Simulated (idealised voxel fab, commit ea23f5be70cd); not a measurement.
process module | voxel transistor to metal
cross-section cut | 280 nm wide | cells 5 nm
A cross-section is a grid of square cells, given in bands from the top down. A band is one or more rows of cells.
Each band's line starts with the height of the band's top and of its bottom, in nm. Then come its materials from left to right, each with its width in nm. One material with "throughout" fills the band from edge to edge. "air" is empty space.
Height 0 is the level under which the wafer as received is all one material. The lowest band goes on downwards, as in "0 down".
A width such as "30 to 40" changes by the same amount from each row of cells to the next, from the band's top row to its bottom row.
"no change" after a step means that no cell of the cross-section changed.
closed voids: empty space of 8 cells or more with no open way to the top, each as width x height at its distance from the left edge, in nm
after a step's settings: what the simulator itself notes on the step
overlay nm, on a step with a mask: how far to the right of its planned place the mask lay; to the left if negative
Each pair below shows a cross-section before one step and the cross-section after it, down to the lowest band that changed. The line under each pair gives the step between them, with its settings. The pairs can come from different runs of this module on the same starting wafer, so a pair continues from the pair above only where its "before" says so.
before
  40 to 30: SiO2 throughout
  30 to 15: SiO2 60 | SiN 5 | SiCN 25 | SiN 5 | SiO2 90 | SiN 5 | SiCN 25 | SiN 5 | SiO2 60
  15 to 0: SiO2 60 | SiN 5 | polySi 25 | SiN 5 | SiO2 90 | SiN 5 | polySi 25 | SiN 5 | SiO2 60
  0 to -5: SiO2 50 | SiGe 10 | SiN 5 | polySi 25 | SiN 5 | SiGe 10 | SiO2 70 | SiGe 10 | SiN 5 | polySi 25 | SiN 5 | SiGe 10 | SiO2 50
  -5 to -10: SiO2 50 | SiGe 10 | SiN 5 | SiO2 25 | SiN 5 | SiGe 10 | SiO2 70 | SiGe 10 | SiN 5 | SiO2 25 | SiN 5 | SiGe 10 | SiO2 50
  -10 to -20: SiO2 20 to 25 | SiGe 40 to 35 | Si 35 | SiGe 40 to 35 | SiO2 10 to 20 | SiGe 40 to 35 | Si 35 | SiGe 40 to 35 | SiO2 20 to 25
  -20 to -40: SiO2 25 | Si 105 | SiO2 20 | Si 105 | SiO2 25
  -40 down: Si throughout
  closed voids: none
after
  40 to 30: SiO2 30 | air 20 | SiO2 55 | air 20 | SiO2 30 | air 20 | SiO2 55 | air 20 | SiO2 30
  30 to 15: SiO2 30 | air 20 | SiO2 10 | SiN 5 | SiCN 25 | SiN 5 | SiO2 10 | air 20 | SiO2 30 | air 20 | SiO2 10 | SiN 5 | SiCN 25 | SiN 5 | SiO2 10 | air 20 | SiO2 30
  15 to 0: SiO2 30 | air 20 | SiO2 10 | SiN 5 | polySi 25 | SiN 5 | SiO2 10 | air 20 | SiO2 30 | air 20 | SiO2 10 | SiN 5 | polySi 25 | SiN 5 | SiO2 10 | air 20 | SiO2 30
  0 to -5: SiO2 30 | air 20 | SiGe 10 | SiN 5 | polySi 25 | SiN 5 | SiGe 10 | air 20 | SiO2 30 | air 20 | SiGe 10 | SiN 5 | polySi 25 | SiN 5 | SiGe 10 | air 20 | SiO2 30
  -5 to -10: SiO2 30 | air 20 | SiGe 10 | SiN 5 | SiO2 25 | SiN 5 | SiGe 10 | air 20 | SiO2 30 | air 20 | SiGe 10 | SiN 5 | SiO2 25 | SiN 5 | SiGe 10 | air 20 | SiO2 30
  below -10: unchanged
  closed voids: none
the step between: op MASKED_ETCH | tone open | mask id CONTACT | width nm 20 | etch materials SiO2 | depth nm 50 | overlay nm 0
before: the cross-section after the pair above
after
  45 to 40: TiN 35 | air 10 | TiN 65 | air 10 | TiN 40 | air 10 | TiN 65 | air 10 | TiN 35
  40 to 30: SiO2 30 | TiN 5 | air 10 | TiN 5 | SiO2 55 | TiN 5 | air 10 | TiN 5 | SiO2 30 | TiN 5 | air 10 | TiN 5 | SiO2 55 | TiN 5 | air 10 | TiN 5 | SiO2 30
  30 to 15: SiO2 30 | TiN 5 | air 10 | TiN 5 | SiO2 10 | SiN 5 | SiCN 25 | SiN 5 | SiO2 10 | TiN 5 | air 10 | TiN 5 | SiO2 30 | TiN 5 | air 10 | TiN 5 | SiO2 10 | SiN 5 | SiCN 25 | SiN 5 | SiO2 10 | TiN 5 | air 10 | TiN 5 | SiO2 30
  15 to 0: SiO2 30 | TiN 5 | air 10 | TiN 5 | SiO2 10 | SiN 5 | polySi 25 | SiN 5 | SiO2 10 | TiN 5 | air 10 | TiN 5 | SiO2 30 | TiN 5 | air 10 | TiN 5 | SiO2 10 | SiN 5 | polySi 25 | SiN 5 | SiO2 10 | TiN 5 | air 10 | TiN 5 | SiO2 30
  0 to -5: SiO2 30 | TiN 5 | air 10 | TiN 5 | SiGe 10 | SiN 5 | polySi 25 | SiN 5 | SiGe 10 | TiN 5 | air 10 | TiN 5 | SiO2 30 | TiN 5 | air 10 | TiN 5 | SiGe 10 | SiN 5 | polySi 25 | SiN 5 | SiGe 10 | TiN 5 | air 10 | TiN 5 | SiO2 30
  -5 to -10: SiO2 30 | TiN 20 | SiGe 10 | SiN 5 | SiO2 25 | SiN 5 | SiGe 10 | TiN 20 | SiO2 30 | TiN 20 | SiGe 10 | SiN 5 | SiO2 25 | SiN 5 | SiGe 10 | TiN 20 | SiO2 30
  below -10: unchanged
  closed voids: none
the step between: op CONFORMAL_DEP | material TiN | thk nm 5
before: the cross-section after the pair above
after
  50 to 45: W throughout
  45 to 40: TiN 35 | W 10 | TiN 65 | W 10 | TiN 40 | W 10 | TiN 65 | W 10 | TiN 35
  40 to 30: SiO2 30 | TiN 5 | W 10 | TiN 5 | SiO2 55 | TiN 5 | W 10 | TiN 5 | SiO2 30 | TiN 5 | W 10 | TiN 5 | SiO2 55 | TiN 5 | W 10 | TiN 5 | SiO2 30
  30 to 15: SiO2 30 | TiN 5 | W 10 | TiN 5 | SiO2 10 | SiN 5 | SiCN 25 | SiN 5 | SiO2 10 | TiN 5 | W 10 | TiN 5 | SiO2 30 | TiN 5 | W 10 | TiN 5 | SiO2 10 | SiN 5 | SiCN 25 | SiN 5 | SiO2 10 | TiN 5 | W 10 | TiN 5 | SiO2 30
  15 to 0: SiO2 30 | TiN 5 | W 10 | TiN 5 | SiO2 10 | SiN 5 | polySi 25 | SiN 5 | SiO2 10 | TiN 5 | W 10 | TiN 5 | SiO2 30 | TiN 5 | W 10 | TiN 5 | SiO2 10 | SiN 5 | polySi 25 | SiN 5 | SiO2 10 | TiN 5 | W 10 | TiN 5 | SiO2 30
  0 to -5: SiO2 30 | TiN 5 | W 10 | TiN 5 | SiGe 10 | SiN 5 | polySi 25 | SiN 5 | SiGe 10 | TiN 5 | W 10 | TiN 5 | SiO2 30 | TiN 5 | W 10 | TiN 5 | SiGe 10 | SiN 5 | polySi 25 | SiN 5 | SiGe 10 | TiN 5 | W 10 | TiN 5 | SiO2 30
  below -5: unchanged
  closed voids: none
the step between: op FILL_DEP | material W | thk nm 5
before: the cross-section after the pair above
after
  40 to 30: SiO2 30 | TiN 5 | W 10 | TiN 5 | SiO2 55 | TiN 5 | W 10 | TiN 5 | SiO2 30 | TiN 5 | W 10 | TiN 5 | SiO2 55 | TiN 5 | W 10 | TiN 5 | SiO2 30
  below 30: unchanged
  closed voids: none
the step between: op CMP | height nm 40
before: the cross-section after the pair above
after
  45 to 40: SiN throughout
  below 40: unchanged
  closed voids: none
the step between: op CONFORMAL_DEP | material SiN | thk nm 5
before: the cross-section after the pair above
after
  60 to 45: lowk throughout
  below 45: unchanged
  closed voids: none
the step between: op DIRECTIONAL_DEP | material lowk | thk nm 15
before: the cross-section after the pair above
after
  75 to 60: resist 30 | air 20 | resist 55 | air 20 | resist 30 | air 20 | resist 55 | air 20 | resist 30
  below 60: unchanged
  closed voids: none
the step between: op PATTERN | tone open | mask id METAL_1 | material resist | width nm 20 | thk nm 15 | overlay nm 0
before: the cross-section after the pair above
after
  75 to 60: resist 30 | air 20 | resist 55 | air 20 | resist 30 | air 20 | resist 55 | air 20 | resist 30
  60 to 45: lowk 30 | air 20 | lowk 55 | air 20 | lowk 30 | air 20 | lowk 55 | air 20 | lowk 30
  below 45: unchanged
  closed voids: none
the step between: op DIRECTIONAL_ETCH | etch materials lowk | depth nm 15
before: the cross-section after the pair above
after
  75 to 60: resist 30 | air 20 | resist 55 | air 20 | resist 30 | air 20 | resist 55 | air 20 | resist 30
  60 to 45: lowk 30 | air 20 | lowk 55 | air 20 | lowk 30 | air 20 | lowk 55 | air 20 | lowk 30
  45 to 40: SiN 30 | air 20 | SiN 55 | air 20 | SiN 30 | air 20 | SiN 55 | air 20 | SiN 30
  below 40: unchanged
  closed voids: none
the step between: op DIRECTIONAL_ETCH | etch materials SiN | depth nm 5
before: the cross-section after the pair above
after
  60 to 45: lowk 30 | air 20 | lowk 55 | air 20 | lowk 30 | air 20 | lowk 55 | air 20 | lowk 30
  below 45: unchanged
  closed voids: none
the step between: op STRIP | etch materials resist
before: the cross-section after the pair above
after
  65 to 60: TiN 35 | air 10 | TiN 65 | air 10 | TiN 40 | air 10 | TiN 65 | air 10 | TiN 35
  60 to 45: lowk 30 | TiN 5 | air 10 | TiN 5 | lowk 55 | TiN 5 | air 10 | TiN 5 | lowk 30 | TiN 5 | air 10 | TiN 5 | lowk 55 | TiN 5 | air 10 | TiN 5 | lowk 30
  45 to 40: SiN 30 | TiN 20 | SiN 55 | TiN 20 | SiN 30 | TiN 20 | SiN 55 | TiN 20 | SiN 30
  below 40: unchanged
  closed voids: none
the step between: op CONFORMAL_DEP | material TiN | thk nm 5
before: the cross-section after the pair above
after
  70 to 65: Cu throughout
  65 to 60: TiN 35 | Cu 10 | TiN 65 | Cu 10 | TiN 40 | Cu 10 | TiN 65 | Cu 10 | TiN 35
  60 to 45: lowk 30 | TiN 5 | Cu 10 | TiN 5 | lowk 55 | TiN 5 | Cu 10 | TiN 5 | lowk 30 | TiN 5 | Cu 10 | TiN 5 | lowk 55 | TiN 5 | Cu 10 | TiN 5 | lowk 30
  below 45: unchanged
  closed voids: none
the step between: op FILL_DEP | material Cu | thk nm 5
before: the cross-section after the pair above
after
  60 to 45: lowk 30 | TiN 5 | Cu 10 | TiN 5 | lowk 55 | TiN 5 | Cu 10 | TiN 5 | lowk 30 | TiN 5 | Cu 10 | TiN 5 | lowk 55 | TiN 5 | Cu 10 | TiN 5 | lowk 30
  below 45: unchanged
  closed voids: none
the step between: op CMP | height nm 60
before: the cross-section after the pair above
after
  65 to 60: SiCN throughout
  below 60: unchanged
  closed voids: none
the step between: op CONFORMAL_DEP | material SiCN | thk nm 5
before: the cross-section after the pair above
after
  95 to 65: SiO2 throughout
  below 65: unchanged
  closed voids: none
the step between: op DIRECTIONAL_DEP | material SiO2 | thk nm 30
before: the cross-section after the pair above
after
  95 to 65: SiO2 30 | air 15 | SiO2 110 | air 15 | SiO2 110
  below 65: unchanged
  closed voids: none
the step between: op MASKED_ETCH | tone open | mask id METAL_2_HOLES | width nm 15 | pitch nm 125 | etch materials SiO2 | depth nm 30 | overlay nm 0
before: the cross-section after the pair above
after
  95 to 80: SiO2 30 | air 20 | SiO2 105 | air 20 | SiO2 105
  below 80: unchanged
  closed voids: none
the step between: op MASKED_ETCH | tone open | mask id METAL_2 | width nm 20 | pitch nm 125 | etch materials SiO2 | depth nm 15 | overlay nm 0
before: the cross-section after the pair above
after
  95 to 80: SiO2 30 | air 20 | SiO2 105 | air 20 | SiO2 105
  80 to 65: SiO2 30 | air 15 | SiO2 110 | air 15 | SiO2 110
  65 to 60: SiCN 30 | air 15 | SiCN 110 | air 15 | SiCN 110
  below 60: unchanged
  closed voids: none
the step between: op MASKED_ETCH | tone open | mask id METAL_2 | width nm 20 | pitch nm 125 | etch materials SiCN | depth nm 5 | overlay nm 0
before: the cross-section after the pair above
after
  100 to 95: TiN 35 | air 10 | TiN 115 | air 10 | TiN 110
  95 to 85: SiO2 30 | TiN 5 | air 10 | TiN 5 | SiO2 105 | TiN 5 | air 10 | TiN 5 | SiO2 105
  85 to 80: SiO2 30 | TiN 5 | air 5 | TiN 10 | SiO2 105 | TiN 5 | air 5 | TiN 10 | SiO2 105
  80 to 65: SiO2 30 | TiN 5 | air 5 | TiN 5 | SiO2 110 | TiN 5 | air 5 | TiN 5 | SiO2 110
  65 to 60: SiCN 30 | TiN 15 | SiCN 110 | TiN 15 | SiCN 110
  below 60: unchanged
  closed voids: none
the step between: op CONFORMAL_DEP | material TiN | thk nm 5
before: the cross-section after the pair above
after
  105 to 100: Cu throughout
  100 to 95: TiN 35 | Cu 10 | TiN 115 | Cu 10 | TiN 110
  95 to 85: SiO2 30 | TiN 5 | Cu 10 | TiN 5 | SiO2 105 | TiN 5 | Cu 10 | TiN 5 | SiO2 105
  85 to 80: SiO2 30 | TiN 5 | Cu 5 | TiN 10 | SiO2 105 | TiN 5 | Cu 5 | TiN 10 | SiO2 105
  80 to 65: SiO2 30 | TiN 5 | Cu 5 | TiN 5 | SiO2 110 | TiN 5 | Cu 5 | TiN 5 | SiO2 110
  below 65: unchanged
  closed voids: none
the step between: op FILL_DEP | material Cu | thk nm 5
before: the cross-section after the pair above
after
  95 to 85: SiO2 30 | TiN 5 | Cu 10 | TiN 5 | SiO2 105 | TiN 5 | Cu 10 | TiN 5 | SiO2 105
  below 85: unchanged
  closed voids: none
the step between: op CMP | height nm 95
before: the cross-section after the pair above
after
  100 to 95: SiCN throughout
  below 95: unchanged
  closed voids: none
the step between: op CONFORMAL_DEP | material SiCN | thk nm 5
before
  30 to 15: SiCN throughout
  15 to -5: polySi throughout
  -5 to -10: SiO2 throughout
  -10 to -40: SiO2 25 | Si 105 | SiO2 20 | Si 105 | SiO2 25
  -40 down: Si throughout
  closed voids: none
after
  45 to 15: SiCN throughout
  below 15: unchanged
  closed voids: none
the step between: op DIRECTIONAL_DEP | material SiCN | thk nm 15
before: the cross-section after the pair above
after
  60 to 45: air 65 | resist 25 | air 100 | resist 25 | air 65
  below 45: unchanged
  closed voids: none
the step between: op PATTERN | tone cover | mask id GATE | material resist | width nm 25 | pitch nm 125 | thk nm 15 | overlay nm 0
before: the cross-section after the pair above
after
  60 to 45: air 65 | resist 25 | air 100 | resist 25 | air 65
  45 to 20: air 65 | SiCN 25 | air 100 | SiCN 25 | air 65
  below 20: unchanged
  closed voids: none
the step between: op DIRECTIONAL_ETCH | etch materials SiCN | depth nm 25
before: the cross-section after the pair above
after
  45 to 20: air 65 | SiCN 25 | air 100 | SiCN 25 | air 65
  below 20: unchanged
  closed voids: none
the step between: op STRIP | etch materials resist
before: the cross-section after the pair above
after
  50 to 45: air 60 | SiO2 35 | air 90 | SiO2 35 | air 60
  45 to 25: air 60 | SiO2 5 | SiCN 25 | SiO2 5 | air 90 | SiO2 5 | SiCN 25 | SiO2 5 | air 60
  25 to 20: SiO2 65 | SiCN 25 | SiO2 100 | SiCN 25 | SiO2 65
  below 20: unchanged
  closed voids: none
the step between: op CONFORMAL_DEP | material SiO2 | thk nm 5
before: the cross-section after the pair above
after
  45 to 20: air 60 | SiO2 5 | SiCN 25 | SiO2 5 | air 90 | SiO2 5 | SiCN 25 | SiO2 5 | air 60
  below 20: unchanged
  closed voids: none
the step between: op DIRECTIONAL_ETCH | etch materials SiO2 | depth nm 5
before: the cross-section after the pair above
after
  50 to 45: air 55 | SiN 45 | air 80 | SiN 45 | air 55
  45 to 25: air 55 | SiN 5 | SiO2 5 | SiCN 25 | SiO2 5 | SiN 5 | air 80 | SiN 5 | SiO2 5 | SiCN 25 | SiO2 5 | SiN 5 | air 55
  25 to 20: SiN 60 | SiO2 5 | SiCN 25 | SiO2 5 | SiN 90 | SiO2 5 | SiCN 25 | SiO2 5 | SiN 60
  below 20: unchanged
  closed voids: none
the step between: op CONFORMAL_DEP | material SiN | thk nm 5
before: the cross-section after the pair above
after
  45 to 20: air 55 | SiN 5 | SiO2 5 | SiCN 25 | SiO2 5 | SiN 5 | air 80 | SiN 5 | SiO2 5 | SiCN 25 | SiO2 5 | SiN 5 | air 55
  below 20: unchanged
  closed voids: none
the step between: op DIRECTIONAL_ETCH | etch materials SiN | depth nm 5
before: the cross-section after the pair above
after
  45 to 40: air 55 | SiN 5 | air 5 | SiCN 25 | air 5 | SiN 5 | air 80 | SiN 5 | air 5 | SiCN 25 | air 5 | SiN 5 | air 55
  below 40: unchanged
  closed voids: none
the step between: op DIRECTIONAL_ETCH | etch materials SiO2 | depth nm 5
before: the cross-section after the pair above
after
  50 to 45: SiO2 throughout
  45 to 20: SiO2 55 | SiN 5 | SiO2 5 | SiCN 25 | SiO2 5 | SiN 5 | SiO2 80 | SiN 5 | SiO2 5 | SiCN 25 | SiO2 5 | SiN 5 | SiO2 55
  below 20: unchanged
  closed voids: none
the step between: op FILL_DEP | material SiO2 | thk nm 5
before: the cross-section after the pair above
after
  30 to 20: SiO2 55 | SiN 5 | SiO2 5 | SiCN 25 | SiO2 5 | SiN 5 | SiO2 80 | SiN 5 | SiO2 5 | SiCN 25 | SiO2 5 | SiN 5 | SiO2 55
  below 20: unchanged
  closed voids: none
the step between: op CMP | height nm 30
before: the cross-section after the pair above
after
  40 to 30: SiO2 throughout
  below 30: unchanged
  closed voids: none
the step between: op DIRECTIONAL_DEP | material SiO2 | thk nm 10
before: the cross-section after the pair above
after
  40 to 30: SiO2 30 | air 20 | SiO2 55 | air 20 | SiO2 30 | air 20 | SiO2 55 | air 20 | SiO2 30
  30 to 20: SiO2 30 | air 20 | SiO2 5 | SiN 5 | SiO2 5 | SiCN 25 | SiO2 5 | SiN 5 | SiO2 5 | air 20 | SiO2 30 | air 20 | SiO2 5 | SiN 5 | SiO2 5 | SiCN 25 | SiO2 5 | SiN 5 | SiO2 5 | air 20 | SiO2 30
  below 20: unchanged
  closed voids: none
the step between: op MASKED_ETCH | tone open | mask id CONTACT | width nm 20 | etch materials SiO2 | depth nm 50 | overlay nm 0
before: the cross-section after the pair above
after
  45 to 40: TiN 35 | air 10 | TiN 65 | air 10 | TiN 40 | air 10 | TiN 65 | air 10 | TiN 35
  40 to 30: SiO2 30 | TiN 5 | air 10 | TiN 5 | SiO2 55 | TiN 5 | air 10 | TiN 5 | SiO2 30 | TiN 5 | air 10 | TiN 5 | SiO2 55 | TiN 5 | air 10 | TiN 5 | SiO2 30
  30 to 25: SiO2 30 | TiN 5 | air 10 | TiN 5 | SiO2 5 | SiN 5 | SiO2 5 | SiCN 25 | SiO2 5 | SiN 5 | SiO2 5 | TiN 5 | air 10 | TiN 5 | SiO2 30 | TiN 5 | air 10 | TiN 5 | SiO2 5 | SiN 5 | SiO2 5 | SiCN 25 | SiO2 5 | SiN 5 | SiO2 5 | TiN 5 | air 10 | TiN 5 | SiO2 30
  25 to 20: SiO2 30 | TiN 20 | SiO2 5 | SiN 5 | SiO2 5 | SiCN 25 | SiO2 5 | SiN 5 | SiO2 5 | TiN 20 | SiO2 30 | TiN 20 | SiO2 5 | SiN 5 | SiO2 5 | SiCN 25 | SiO2 5 | SiN 5 | SiO2 5 | TiN 20 | SiO2 30
  below 20: unchanged
  closed voids: none
the step between: op CONFORMAL_DEP | material TiN | thk nm 5
before: the cross-section after the pair above
after
  50 to 45: W throughout
  45 to 40: TiN 35 | W 10 | TiN 65 | W 10 | TiN 40 | W 10 | TiN 65 | W 10 | TiN 35
  40 to 30: SiO2 30 | TiN 5 | W 10 | TiN 5 | SiO2 55 | TiN 5 | W 10 | TiN 5 | SiO2 30 | TiN 5 | W 10 | TiN 5 | SiO2 55 | TiN 5 | W 10 | TiN 5 | SiO2 30
  30 to 25: SiO2 30 | TiN 5 | W 10 | TiN 5 | SiO2 5 | SiN 5 | SiO2 5 | SiCN 25 | SiO2 5 | SiN 5 | SiO2 5 | TiN 5 | W 10 | TiN 5 | SiO2 30 | TiN 5 | W 10 | TiN 5 | SiO2 5 | SiN 5 | SiO2 5 | SiCN 25 | SiO2 5 | SiN 5 | SiO2 5 | TiN 5 | W 10 | TiN 5 | SiO2 30
  below 25: unchanged
  closed voids: none
the step between: op FILL_DEP | material W | thk nm 5
before: the cross-section after the pair above
after
  40 to 30: SiO2 30 | TiN 5 | W 10 | TiN 5 | SiO2 55 | TiN 5 | W 10 | TiN 5 | SiO2 30 | TiN 5 | W 10 | TiN 5 | SiO2 55 | TiN 5 | W 10 | TiN 5 | SiO2 30
  below 30: unchanged
  closed voids: none
the step between: op CMP | height nm 40
before: the cross-section after the pair above
after
  45 to 40: SiN throughout
  below 40: unchanged
  closed voids: none
the step between: op CONFORMAL_DEP | material SiN | thk nm 5
before: the cross-section after the pair above
after
  60 to 45: lowk throughout
  below 45: unchanged
  closed voids: none
the step between: op DIRECTIONAL_DEP | material lowk | thk nm 15
before: the cross-section after the pair above
after
  75 to 60: resist 30 | air 20 | resist 55 | air 20 | resist 30 | air 20 | resist 55 | air 20 | resist 30
  below 60: unchanged
  closed voids: none
the step between: op PATTERN | tone open | mask id METAL_1 | material resist | width nm 20 | thk nm 15 | overlay nm 0
before: the cross-section after the pair above
after
  75 to 60: resist 30 | air 20 | resist 55 | air 20 | resist 30 | air 20 | resist 55 | air 20 | resist 30
  60 to 45: lowk 30 | air 20 | lowk 55 | air 20 | lowk 30 | air 20 | lowk 55 | air 20 | lowk 30
  below 45: unchanged
  closed voids: none
the step between: op DIRECTIONAL_ETCH | etch materials lowk | depth nm 15
before: the cross-section after the pair above
after
  75 to 60: resist 30 | air 20 | resist 55 | air 20 | resist 30 | air 20 | resist 55 | air 20 | resist 30
  60 to 45: lowk 30 | air 20 | lowk 55 | air 20 | lowk 30 | air 20 | lowk 55 | air 20 | lowk 30
  45 to 40: SiN 30 | air 20 | SiN 55 | air 20 | SiN 30 | air 20 | SiN 55 | air 20 | SiN 30
  below 40: unchanged
  closed voids: none
the step between: op DIRECTIONAL_ETCH | etch materials SiN | depth nm 5
before: the cross-section after the pair above
after
  60 to 45: lowk 30 | air 20 | lowk 55 | air 20 | lowk 30 | air 20 | lowk 55 | air 20 | lowk 30
  below 45: unchanged
  closed voids: none
the step between: op STRIP | etch materials resist
before: the cross-section after the pair above
after
  65 to 60: TiN 35 | air 10 | TiN 65 | air 10 | TiN 40 | air 10 | TiN 65 | air 10 | TiN 35
  60 to 45: lowk 30 | TiN 5 | air 10 | TiN 5 | lowk 55 | TiN 5 | air 10 | TiN 5 | lowk 30 | TiN 5 | air 10 | TiN 5 | lowk 55 | TiN 5 | air 10 | TiN 5 | lowk 30
  45 to 40: SiN 30 | TiN 20 | SiN 55 | TiN 20 | SiN 30 | TiN 20 | SiN 55 | TiN 20 | SiN 30
  below 40: unchanged
  closed voids: none
the step between: op CONFORMAL_DEP | material TiN | thk nm 5
before: the cross-section after the pair above
after
  70 to 65: Cu throughout
  65 to 60: TiN 35 | Cu 10 | TiN 65 | Cu 10 | TiN 40 | Cu 10 | TiN 65 | Cu 10 | TiN 35
  60 to 45: lowk 30 | TiN 5 | Cu 10 | TiN 5 | lowk 55 | TiN 5 | Cu 10 | TiN 5 | lowk 30 | TiN 5 | Cu 10 | TiN 5 | lowk 55 | TiN 5 | Cu 10 | TiN 5 | lowk 30
  below 45: unchanged
  closed voids: none
the step between: op FILL_DEP | material Cu | thk nm 5
before: the cross-section after the pair above
after
  60 to 45: lowk 30 | TiN 5 | Cu 10 | TiN 5 | lowk 55 | TiN 5 | Cu 10 | TiN 5 | lowk 30 | TiN 5 | Cu 10 | TiN 5 | lowk 55 | TiN 5 | Cu 10 | TiN 5 | lowk 30
  below 45: unchanged
  closed voids: none
the step between: op CMP | height nm 60
before: the cross-section after the pair above
after
  65 to 60: SiCN throughout
  below 60: unchanged
  closed voids: none
the step between: op CONFORMAL_DEP | material SiCN | thk nm 5
before: the cross-section after the pair above
after
  95 to 65: SiO2 throughout
  below 65: unchanged
  closed voids: none
the step between: op DIRECTIONAL_DEP | material SiO2 | thk nm 30
before: the cross-section after the pair above
after
  95 to 65: SiO2 30 | air 15 | SiO2 110 | air 15 | SiO2 110
  below 65: unchanged
  closed voids: none
the step between: op MASKED_ETCH | tone open | mask id METAL_2_HOLES | width nm 15 | pitch nm 125 | etch materials SiO2 | depth nm 30 | overlay nm 0
before: the cross-section after the pair above
after
  95 to 80: SiO2 30 | air 20 | SiO2 105 | air 20 | SiO2 105
  below 80: unchanged
  closed voids: none
the step between: op MASKED_ETCH | tone open | mask id METAL_2 | width nm 20 | pitch nm 125 | etch materials SiO2 | depth nm 15 | overlay nm 0
before: the cross-section after the pair above
after
  95 to 80: SiO2 30 | air 20 | SiO2 105 | air 20 | SiO2 105
  80 to 65: SiO2 30 | air 15 | SiO2 110 | air 15 | SiO2 110
  65 to 60: SiCN 30 | air 15 | SiCN 110 | air 15 | SiCN 110
  below 60: unchanged
  closed voids: none
the step between: op MASKED_ETCH | tone open | mask id METAL_2 | width nm 20 | pitch nm 125 | etch materials SiCN | depth nm 5 | overlay nm 0
before: the cross-section after the pair above
after
  100 to 95: TiN 35 | air 10 | TiN 115 | air 10 | TiN 110
  95 to 85: SiO2 30 | TiN 5 | air 10 | TiN 5 | SiO2 105 | TiN 5 | air 10 | TiN 5 | SiO2 105
  85 to 80: SiO2 30 | TiN 5 | air 5 | TiN 10 | SiO2 105 | TiN 5 | air 5 | TiN 10 | SiO2 105
  80 to 65: SiO2 30 | TiN 5 | air 5 | TiN 5 | SiO2 110 | TiN 5 | air 5 | TiN 5 | SiO2 110
  65 to 60: SiCN 30 | TiN 15 | SiCN 110 | TiN 15 | SiCN 110
  below 60: unchanged
  closed voids: none
the step between: op CONFORMAL_DEP | material TiN | thk nm 5
before: the cross-section after the pair above
after
  105 to 100: Cu throughout
  100 to 95: TiN 35 | Cu 10 | TiN 115 | Cu 10 | TiN 110
  95 to 85: SiO2 30 | TiN 5 | Cu 10 | TiN 5 | SiO2 105 | TiN 5 | Cu 10 | TiN 5 | SiO2 105
  85 to 80: SiO2 30 | TiN 5 | Cu 5 | TiN 10 | SiO2 105 | TiN 5 | Cu 5 | TiN 10 | SiO2 105
  80 to 65: SiO2 30 | TiN 5 | Cu 5 | TiN 5 | SiO2 110 | TiN 5 | Cu 5 | TiN 5 | SiO2 110
  below 65: unchanged
  closed voids: none
the step between: op FILL_DEP | material Cu | thk nm 5
before: the cross-section after the pair above
after
  95 to 85: SiO2 30 | TiN 5 | Cu 10 | TiN 5 | SiO2 105 | TiN 5 | Cu 10 | TiN 5 | SiO2 105
  below 85: unchanged
  closed voids: none
the step between: op CMP | height nm 95
before: the cross-section after the pair above
after
  100 to 95: SiCN throughout
  below 95: unchanged
  closed voids: none
the step between: op CONFORMAL_DEP | material SiCN | thk nm 5
before
  40 to 30: SiO2 30 | TiN 5 | W 10 | TiN 5 | SiO2 55 | TiN 5 | W 10 | TiN 5 | SiO2 30 | TiN 5 | W 10 | TiN 5 | SiO2 55 | TiN 5 | W 10 | TiN 5 | SiO2 30
  30 to 15: SiO2 30 | TiN 5 | W 10 | TiN 5 | SiO2 5 | SiN 5 | SiO2 5 | SiCN 25 | SiO2 5 | SiN 5 | SiO2 5 | TiN 5 | W 10 | TiN 5 | SiO2 30 | TiN 5 | W 10 | TiN 5 | SiO2 5 | SiN 5 | SiO2 5 | SiCN 25 | SiO2 5 | SiN 5 | SiO2 5 | TiN 5 | W 10 | TiN 5 | SiO2 30
  15 to 5: SiO2 30 | TiN 5 | W 10 | TiN 5 | SiO2 5 | SiN 5 | SiO2 5 | polySi 25 | SiO2 5 | SiN 5 | SiO2 5 | TiN 5 | W 10 | TiN 5 | SiO2 30 | TiN 5 | W 10 | TiN 5 | SiO2 5 | SiN 5 | SiO2 5 | polySi 25 | SiO2 5 | SiN 5 | SiO2 5 | TiN 5 | W 10 | TiN 5 | SiO2 30
  5 to 0: SiO2 30 | TiN 5 | W 5 | TiN 10 | SiO2 5 | SiN 5 | SiO2 5 | polySi 25 | SiO2 5 | SiN 5 | SiO2 5 | TiN 10 | W 5 | TiN 5 | SiO2 30 | TiN 5 | W 5 | TiN 10 | SiO2 5 | SiN 5 | SiO2 5 | polySi 25 | SiO2 5 | SiN 5 | SiO2 5 | TiN 10 | W 5 | TiN 5 | SiO2 30
  0 to -5: SiO2 30 | TiN 5 | W 5 | TiN 5 | SiGe 10 | SiN 5 | SiO2 5 | polySi 25 | SiO2 5 | SiN 5 | SiGe 10 | TiN 5 | W 5 | TiN 5 | SiO2 30 | TiN 5 | W 5 | TiN 5 | SiGe 10 | SiN 5 | SiO2 5 | polySi 25 | SiO2 5 | SiN 5 | SiGe 10 | TiN 5 | W 5 | TiN 5 | SiO2 30
  -5 to -10: SiO2 30 | TiN 15 | SiGe 10 | SiO2 45 | SiGe 10 | TiN 15 | SiO2 30 | TiN 15 | SiGe 10 | SiO2 45 | SiGe 10 | TiN 15 | SiO2 30
  -10 to -20: SiO2 25 | SiGe 30 | Si 45 | SiGe 30 | SiO2 20 | SiGe 30 | Si 45 | SiGe 30 | SiO2 25
  -20 to -40: SiO2 25 | Si 105 | SiO2 20 | Si 105 | SiO2 25
  -40 down: Si throughout
  closed voids: none
after
  55 to 40: lowk throughout
  below 40: unchanged
  closed voids: none
the step between: op DIRECTIONAL_DEP | material lowk | thk nm 15
before: the cross-section after the pair above
after
  60 to 55: SiN throughout
  below 55: unchanged
  closed voids: none
the step between: op CONFORMAL_DEP | material SiN | thk nm 5
before: the cross-section after the pair above
after
  75 to 60: resist 30 | air 20 | resist 55 | air 20 | resist 30 | air 20 | resist 55 | air 20 | resist 30
  below 60: unchanged
  closed voids: none
the step between: op PATTERN | tone open | mask id METAL_1 | material resist | width nm 20 | thk nm 15 | overlay nm 0
before: the cross-section after the pair above
after
  75 to 60: resist 30 | air 20 | resist 55 | air 20 | resist 30 | air 20 | resist 55 | air 20 | resist 30
  60 to 55: SiN 30 | air 20 | SiN 55 | air 20 | SiN 30 | air 20 | SiN 55 | air 20 | SiN 30
  below 55: unchanged
  closed voids: none
the step between: op DIRECTIONAL_ETCH | etch materials SiN | depth nm 5
before: the cross-section after the pair above
after
  60 to 55: SiN 30 | air 20 | SiN 55 | air 20 | SiN 30 | air 20 | SiN 55 | air 20 | SiN 30
  below 55: unchanged
  closed voids: none
the step between: op STRIP | etch materials resist
before: the cross-section after the pair above
after
  65 to 60: TiN 35 | air 10 | TiN 65 | air 10 | TiN 40 | air 10 | TiN 65 | air 10 | TiN 35
  60 to 55: SiN 30 | TiN 20 | SiN 55 | TiN 20 | SiN 30 | TiN 20 | SiN 55 | TiN 20 | SiN 30
  below 55: unchanged
  closed voids: none
the step between: op CONFORMAL_DEP | material TiN | thk nm 5
